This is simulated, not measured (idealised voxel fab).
process module | voxel air gaps
cross-section cut | 285 nm wide | cells 5 nm
Cross-section spec: square-cell grid; bands listed top down; each band is one or more rows. Band entry format. Leading values: height of top, height of bottom, nm. Remainder: materials in left-to-right order, each with its width in nm. Special words: "all across" on a single material, which then fills the band edge to edge; "air", empty space. A quick word on heights: they are counted from 0, and under that level the wafer as it came to us is one material throughout. The lowest band is different from the rest in having no bottom; it simply continues downward, written as in "0 and below". A width given as "30 to 40" starts at the first number in the band's top row and ends at the second number in its bottom row, shifting by an equal amount at every step from row to row. Where the words "left unchanged" appear for a step, the cross-section shows no cell changed by that step; every cell remained as before. Each empty space that has no open way to the top and spans at least 8 cells appears under "Sealed voids" as width x height at distance, the distance counted from the left edge, all in nm. On each step's line, the part that comes after the settings is the simulator's own comment on the step. Steps that use a mask can have "overlay nm" on their line. It says how far the mask sat to the right of where it was meant to be. Negative means to the left.
PROCESS STEPS - PLAN
1) RECEIVE | material Si
2) CONFORMAL_DEP | material SiO2 | thk nm 10
3) CONFORMAL_DEP | material SiN | thk nm 5
4) DIRECTIONAL_DEP | material lowk | thk nm 30
5) MASKED_ETCH | tone open | mask id LINES | width nm 25 | pitch nm 50 | etch materials lowk | depth nm 30 | overlay nm 0
6) CONFORMAL_DEP | material TiN | thk nm 5
7) FILL_DEP | material Ru | thk nm 5
8) CMP | height nm 45
9) EPI | material Ru | thk nm 10
10) SELECTIVE_ETCH | etch materials lowk | depth nm 40
11) CONFORMAL_DEP | material SiCN | thk nm 5
AS-RECEIVED WAFER CROSS-SECTION (AFTER STEP 1)
  0 and below  Si all across
  Sealed voids: none
SAME STARTING WAFER, SAME PLAN AS ABOVE, ONE MISTAKE IN THE EXECUTION; THIS IS THE CROSS-SECTION AT THE END OF THE MODULE
  60 down to 55  air 70 nm / SiCN 155 nm / air 60 nm
  55 down to 45  air 70 nm / SiCN 5 nm / Ru 45 nm / SiCN 5 nm / Ru 45 nm / SiCN 5 nm / Ru 45 nm / SiCN 5 nm / air 60 nm
  45 down to 40  air 70 nm / SiCN 15 nm / TiN 5 nm / Ru 15 nm / TiN 5 nm / SiCN 25 nm / TiN 5 nm / Ru 15 nm / TiN 5 nm / SiCN 25 nm / TiN 5 nm / Ru 15 nm / TiN 5 nm / SiCN 15 nm / air 60 nm
  40 down to 20  air 80 nm / SiCN 5 nm / TiN 5 nm / Ru 15 nm / TiN 5 nm / SiCN 5 nm / air 15 nm / SiCN 5 nm / TiN 5 nm / Ru 15 nm / TiN 5 nm / SiCN 5 nm / air 15 nm / SiCN 5 nm / TiN 5 nm / Ru 15 nm / TiN 5 nm / SiCN 5 nm / air 70 nm
  20 down to 15  SiCN 85 nm / TiN 25 nm / SiCN 25 nm / TiN 25 nm / SiCN 25 nm / TiN 25 nm / SiCN 75 nm
  15 down to 10  SiN all across
  10 down to 0  SiO2 all across
  0 and below  Si all across
  Sealed voids: 15 x 20 at 115; 15 x 20 at 165
Here's what went sideways: step 5: run off-plan, actual operation and settings MASKED_ETCH | tone open | mask id LINES | width nm 25 | pitch nm 50 | etch materials lowk | depth nm 30 | overlay nm 5
